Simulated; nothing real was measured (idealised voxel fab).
You're looking at the process module voxel ribs on slabs.
FYI the section here is cut, 185 nm wide, cells are 5 nm squares.
Just so we're on the same page, the cross-sections are grids of square cells, and they're listed out in bands top to bottom, each band one or more rows deep.
First you get the band's top height and its bottom height, in nm, and then the materials it's made of, left to right, with each width in nm. If you see a single material with "full width", that one covers the band edge to edge. "air" is empty space.
For the purposes of this specification, 0 denotes the height below which the wafer in its as-received condition is composed wholly of one material, and the lowermost band, lacking a lower limit, extends downward without end, as expressed in "z 0 and below".
A width given as "30..40" starts at the first number in the band's top row and ends at the second number in its bottom row, shifting by an equal amount at every step from row to row.
The cross-section has no changed cell in any step marked "nothing got changed".
If an empty space has no open way to the top and is at least 8 cells in size, "Entrapped voids" lists it, written width x height at distance, where distance is measured from the left edge and every value is in nm.
Whatever follows a step's settings on its line is a remark the simulator itself makes about that step.
Regarding "overlay nm": on a step with a mask, it is the distance the mask lay to the right of its planned place; a negative value places it to the left.
Process steps (planned)
1: op RECEIVE | material Si
2: op DIRECTIONAL_DEP | material SiO2 | thk nm 25
3: op DIRECTIONAL_DEP | material polySi | thk nm 15
4: op PATTERN | tone cover | mask id RIB | material resist | width nm 25 | thk nm 15 | overlay nm 0
5: op DIRECTIONAL_ETCH | etch materials polySi | depth nm 10
6: op STRIP | etch materials resist
7: op MASKED_ETCH | tone cover | mask id SLAB | width nm 65 | etch materials polySi | depth nm 5 | overlay nm 0
8: op FILL_DEP | material SiO2 | thk nm 20
9: op CMP | height nm 50
10: op DIRECTIONAL_DEP | material TiN | thk nm 10
11: op MASKED_ETCH | tone cover | mask id HEATER | width nm 35 | etch materials TiN | depth nm 10 | overlay nm 0
12: op CONFORMAL_DEP | material SiN | thk nm 5
As-received state of the wafer in cross-section, equivalent to post-step 1
  z 0 and below: Si full width
  Entrapped voids: none
As-planned run: cross-section of the first of two wafers at end of module
  z 65 to 60: air (70) / SiN (45) / air (70)
  z 60 to 55: air (70) / SiN (5) / TiN (35) / SiN (5) / air (70)
  z 55 to 50: SiN (75) / TiN (35) / SiN (75)
  z 50 to 40: SiO2 full width
  z 40 to 30: SiO2 (80) / polySi (25) / SiO2 (80)
  z 30 to 25: SiO2 (60) / polySi (65) / SiO2 (60)
  z 25 to 0: SiO2 full width
  z 0 and below: Si full width
  Entrapped voids: none
Second wafer through the module, sectioned at the end: same beginning and same plan as the first wafer, with one mistake in carrying it out
  z 65 to 60: air (70) / SiN (45) / air (70)
  z 60 to 55: air (70) / SiN (5) / TiN (35) / SiN (5) / air (70)
  z 55 to 50: SiN (75) / TiN (35) / SiN (75)
  z 50 to 40: SiO2 full width
  z 40 to 30: SiO2 (80) / polySi (25) / SiO2 (80)
  z 30 to 25: SiO2 (60) / polySi (70) / SiO2 (55)
  z 25 to 0: SiO2 full width
  z 0 and below: Si full width
  Entrapped voids: none
Nonconformance to the process plan: note that step 7 departed from the planned setting and was carried out as op MASKED_ETCH | tone cover | mask id SLAB | width nm 70 | etch materials polySi | depth nm 5 | overlay nm 0
Final difference in cells, second wafer against first, listed per material as more or fewer: SiO2: 1 fewer | polySi: 1 more
